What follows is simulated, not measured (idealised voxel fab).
process module | voxel wiring stack
cross-section cut | 220 nm wide | cells 5 nm
A cross-section is a grid of square cells, given in bands from the top down. A band is one or more rows of cells.
Each band's line starts with the height of the band's top and of its bottom, in nm. Then come its materials from left to right, each with its width in nm. One material with "throughout" fills the band from edge to edge. "air" is empty space.
Height 0 is the level under which the wafer as received is all one material. The lowest band goes on downwards, as in "0 down".
A width such as "30 to 40" changes by the same amount from each row of cells to the next, from the band's top row to its bottom row.
"no change" after a step means that no cell of the cross-section changed.
closed voids: empty space of 8 cells or more with no open way to the top, each as width x height at its distance from the left edge, in nm
after a step's settings: what the simulator itself notes on the step
overlay nm, on a step with a mask: how far to the right of its planned place the mask lay; to the left if negative
plan
1 op RECEIVE | material Si
2 op CONFORMAL_DEP | material SiO2 | thk nm 10
3 op CONFORMAL_DEP | material SiN | thk nm 5
4 op DIRECTIONAL_DEP | material lowk | thk nm 25
5 op MASKED_ETCH | tone open | mask id METAL_1 | width nm 25 | pitch nm 45 | etch materials lowk | depth nm 25 | overlay nm 0
6 op MASKED_ETCH | tone open | mask id METAL_1 | width nm 25 | pitch nm 45 | etch materials SiN | depth nm 5 | overlay nm 0
7 op CONFORMAL_DEP | material TiN | thk nm 5
8 op FILL_DEP | material Cu | thk nm 10
9 op CMP | height nm 40
10 op EPI | material Ru | thk nm 5
11 op FILL_DEP | material SiCN | thk nm 5
12 op DIRECTIONAL_DEP | material SiO2 | thk nm 10
13 op PATTERN | tone open | mask id PLUG_1 | material resist | width nm 15 | pitch nm 45 | thk nm 20 | overlay nm 0
14 op DIRECTIONAL_ETCH | etch materials SiO2 | depth nm 10
15 op DIRECTIONAL_ETCH | etch materials SiCN | depth nm 5
16 op STRIP | etch materials resist
17 op EPI | material Ru | thk nm 10
18 op EPI | material Ru | thk nm 5
19 op DIRECTIONAL_DEP | material TiN | thk nm 5
20 op DIRECTIONAL_DEP | material W | thk nm 15
21 op PATTERN | tone cover | mask id METAL_2 | material resist | width nm 25 | pitch nm 45 | thk nm 15 | overlay nm 0
22 op DIRECTIONAL_ETCH | etch materials W | depth nm 15
23 op DIRECTIONAL_ETCH | etch materials TiN | depth nm 5
24 op STRIP | etch materials resist
25 op FILL_DEP | material lowk | thk nm 10
26 op CMP | height nm 80
27 op CONFORMAL_DEP | material SiCN | thk nm 5
28 op DIRECTIONAL_DEP | material lowk | thk nm 20
29 op PATTERN | tone open | mask id PLUG_2 | material resist | width nm 15 | pitch nm 45 | thk nm 15 | overlay nm 0
30 op DIRECTIONAL_ETCH | etch materials lowk | depth nm 20
31 op DIRECTIONAL_ETCH | etch materials SiCN | depth nm 5
32 op STRIP | etch materials resist
33 op EPI | material Ru | thk nm 10
34 op EPI | material Ru | thk nm 10
35 op EPI | material Ru | thk nm 5
36 op CONFORMAL_DEP | material SiCN | thk nm 5
37 op DIRECTIONAL_DEP | material lowk | thk nm 25
38 op MASKED_ETCH | tone open | mask id METAL_3 | width nm 25 | pitch nm 45 | etch materials lowk | depth nm 25 | overlay nm 0
39 op MASKED_ETCH | tone open | mask id METAL_3 | width nm 25 | pitch nm 45 | etch materials SiCN | depth nm 5 | overlay nm 0
40 op CONFORMAL_DEP | material TiN | thk nm 5
41 op FILL_DEP | material Ru | thk nm 10
42 op CMP | height nm 135
43 op CONFORMAL_DEP | material SiCN | thk nm 5
44 op DIRECTIONAL_DEP | material lowk | thk nm 10
45 op MASKED_ETCH | tone open | mask id PLUG_3 | width nm 15 | pitch nm 90 | etch materials lowk | depth nm 10 | overlay nm 0
46 op MASKED_ETCH | tone open | mask id PLUG_3 | width nm 15 | pitch nm 90 | etch materials SiCN | depth nm 5 | overlay nm 0
47 op EPI | material Ru | thk nm 10
48 op EPI | material Ru | thk nm 5
49 op CONFORMAL_DEP | material SiN | thk nm 5
50 op DIRECTIONAL_DEP | material SiO2 | thk nm 25
51 op PATTERN | tone open | mask id METAL_4 | material resist | width nm 25 | pitch nm 45 | thk nm 20 | overlay nm 0
52 op DIRECTIONAL_ETCH | etch materials SiO2 | depth nm 25
53 op DIRECTIONAL_ETCH | etch materials SiN | depth nm 5
54 op STRIP | etch materials resist
55 op CONFORMAL_DEP | material TiN | thk nm 5
56 op FILL_DEP | material Cu | thk nm 10
57 op CMP | height nm 180
58 op EPI | material Ru | thk nm 5
59 op FILL_DEP | material SiCN | thk nm 5
as received, after step 1
  0 down: Si throughout
  closed voids: none
first wafer at the end, as planned
  190 to 185: SiCN throughout
  185 to 180: SiCN 25 | Ru 35 | SiCN 10 | Ru 35 | SiCN 10 | Ru 35 | SiCN 10 | Ru 35 | SiCN 25
  180 to 155: SiO2 30 | TiN 5 | Cu 15 | TiN 5 | SiO2 20 | TiN 5 | Cu 15 | TiN 5 | SiO2 20 | TiN 5 | Cu 15 | TiN 5 | SiO2 20 | TiN 5 | Cu 15 | TiN 5 | SiO2 30
  155 to 150: SiN 30 | TiN 25 | SiN 20 | TiN 25 | SiN 20 | TiN 25 | SiN 20 | TiN 25 | SiN 30
  150 to 140: lowk 30 | Ru 15 | lowk 75 | Ru 15 | lowk 85
  140 to 135: SiCN 30 | Ru 15 | SiCN 75 | Ru 15 | SiCN 85
  135 to 110: lowk 30 | TiN 5 | Ru 15 | TiN 5 | lowk 20 | TiN 5 | Ru 15 | TiN 5 | lowk 20 | TiN 5 | Ru 15 | TiN 5 | lowk 20 | TiN 5 | Ru 15 | TiN 5 | lowk 30
  110 to 105: SiCN 30 | TiN 25 | SiCN 20 | TiN 25 | SiCN 20 | TiN 25 | SiCN 20 | TiN 25 | SiCN 30
  105 to 85: lowk 30 | Ru 15 | lowk 30 | Ru 15 | lowk 30 | Ru 15 | lowk 30 | Ru 15 | lowk 40
  85 to 80: SiCN 30 | Ru 15 | SiCN 30 | Ru 15 | SiCN 30 | Ru 15 | SiCN 30 | Ru 15 | SiCN 40
  80 to 65: lowk 30 | W 25 | lowk 20 | W 25 | lowk 20 | W 25 | lowk 20 | W 25 | lowk 30
  65 to 60: lowk 30 | TiN 25 | lowk 20 | TiN 25 | lowk 20 | TiN 25 | lowk 20 | TiN 25 | lowk 30
  60 to 50: SiO2 30 | Ru 15 | SiO2 30 | Ru 15 | SiO2 30 | Ru 15 | SiO2 30 | Ru 15 | SiO2 40
  50 to 40: SiCN 30 to 25 | Ru 15 to 35 | SiCN 30 to 10 | Ru 15 to 35 | SiCN 30 to 10 | Ru 15 to 35 | SiCN 30 to 10 | Ru 15 to 35 | SiCN 40 to 25
  40 to 15: lowk 30 | TiN 5 | Cu 15 | TiN 5 | lowk 20 | TiN 5 | Cu 15 | TiN 5 | lowk 20 | TiN 5 | Cu 15 | TiN 5 | lowk 20 | TiN 5 | Cu 15 | TiN 5 | lowk 30
  15 to 10: SiN 30 | TiN 25 | SiN 20 | TiN 25 | SiN 20 | TiN 25 | SiN 20 | TiN 25 | SiN 30
  10 to 0: SiO2 throughout
  0 down: Si throughout
  closed voids: none
second wafer at the end: like start, like plan, one mistake
  190 to 185: SiCN throughout
  185 to 180: SiCN 25 | Ru 35 | SiCN 10 | Ru 35 | SiCN 10 | Ru 35 | SiCN 10 | Ru 35 | SiCN 25
  180 to 155: SiO2 30 | TiN 5 | Cu 15 | TiN 5 | SiO2 20 | TiN 5 | Cu 15 | TiN 5 | SiO2 20 | TiN 5 | Cu 15 | TiN 5 | SiO2 20 | TiN 5 | Cu 15 | TiN 5 | SiO2 30
  155 to 150: SiN 30 | TiN 25 | SiN 20 | TiN 25 | SiN 20 | TiN 25 | SiN 20 | TiN 25 | SiN 30
  150 to 140: lowk 30 | Ru 15 | lowk 75 | Ru 15 | lowk 85
  140 to 135: SiCN 30 | Ru 15 | SiCN 75 | Ru 15 | SiCN 85
  135 to 110: lowk 30 | TiN 5 | Ru 15 | TiN 5 | lowk 20 | TiN 5 | Ru 15 | TiN 5 | lowk 20 | TiN 5 | Ru 15 | TiN 5 | lowk 20 | TiN 5 | Ru 15 | TiN 5 | lowk 30
  110 to 100: SiCN 30 to 35 | TiN 25 to 5 | SiCN 20 to 40 | TiN 25 to 5 | SiCN 20 to 40 | TiN 25 to 5 | SiCN 20 to 40 | TiN 25 to 5 | SiCN 30 to 45
  100 to 80: lowk throughout
  80 to 65: lowk 30 | W 25 | lowk 20 | W 25 | lowk 20 | W 25 | lowk 20 | W 25 | lowk 30
  65 to 60: lowk 30 | TiN 25 | lowk 20 | TiN 25 | lowk 20 | TiN 25 | lowk 20 | TiN 25 | lowk 30
  60 to 50: SiO2 30 | Ru 15 | SiO2 30 | Ru 15 | SiO2 30 | Ru 15 | SiO2 30 | Ru 15 | SiO2 40
  50 to 40: SiCN 30 to 25 | Ru 15 to 35 | SiCN 30 to 10 | Ru 15 to 35 | SiCN 30 to 10 | Ru 15 to 35 | SiCN 30 to 10 | Ru 15 to 35 | SiCN 40 to 25
  40 to 15: lowk 30 | TiN 5 | Cu 15 | TiN 5 | lowk 20 | TiN 5 | Cu 15 | TiN 5 | lowk 20 | TiN 5 | Cu 15 | TiN 5 | lowk 20 | TiN 5 | Cu 15 | TiN 5 | lowk 30
  15 to 10: SiN 30 | TiN 25 | SiN 20 | TiN 25 | SiN 20 | TiN 25 | SiN 20 | TiN 25 | SiN 30
  10 to 0: SiO2 throughout
  0 down: Si throughout
  closed voids: none
what went wrong: steps 27 and 28 were swapped
at the end the second wafer has, in cells: 60 fewer of Ru | 8 more of SiCN | 4 more of TiN | 48 more of lowk
